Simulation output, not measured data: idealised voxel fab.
process module | voxel lift off
cross-section cut | 240 nm wide | cells 5 nm
A cross-section is a grid of square cells, given in bands from the top down. A band is one or more rows of cells.
Each band's line starts with the height of the band's top and of its bottom, in nm. Then come its materials from left to right, each with its width in nm. One material with "throughout" fills the band from edge to edge. "air" is empty space.
Height 0 is the level under which the wafer as received is all one material. The lowest band goes on downwards, as in "0 down".
A width such as "30 to 40" changes by the same amount from each row of cells to the next, from the band's top row to its bottom row.
"no change" after a step means that no cell of the cross-section changed.
closed voids: empty space of 8 cells or more with no open way to the top, each as width x height at its distance from the left edge, in nm
after a step's settings: what the simulator itself notes on the step
overlay nm, on a step with a mask: how far to the right of its planned place the mask lay; to the left if negative
plan
1 op RECEIVE | material Si
2 op CONFORMAL_DEP | material Al2O3 | thk nm 5
3 op PATTERN | tone open | mask id LINES | material resist | width nm 25 | pitch nm 55 | thk nm 20 | overlay nm 0
4 op DIRECTIONAL_DEP | material Ru | thk nm 5
5 op STRIP | etch materials resist
6 op CONFORMAL_DEP | material SiN | thk nm 10
as received, after step 1
  0 down: Si throughout
  closed voids: none
first wafer at the end, as planned
  20 to 15: air 70 | SiN 45 | air 10 | SiN 45 | air 70
  15 to 10: SiN throughout
  10 to 5: SiN 80 | Ru 25 | SiN 30 | Ru 25 | SiN 80
  5 to 0: Al2O3 throughout
  0 down: Si throughout
  closed voids: none
second wafer at the end: like start, like plan, one mistake
  20 to 15: SiN 90 | air 5 | SiN 50 | air 5 | SiN 90
  15 to 10: SiN throughout
  10 to 5: Ru 80 | SiN 25 | Ru 30 | SiN 25 | Ru 80
  5 to 0: Al2O3 throughout
  0 down: Si throughout
  closed voids: none
what went wrong: step 3 ran as: op PATTERN | tone cover | mask id LINES | material resist | width nm 25 | pitch nm 55 | thk nm 20 | overlay nm 0
at the end the second wafer has, in cells: 28 more of Ru
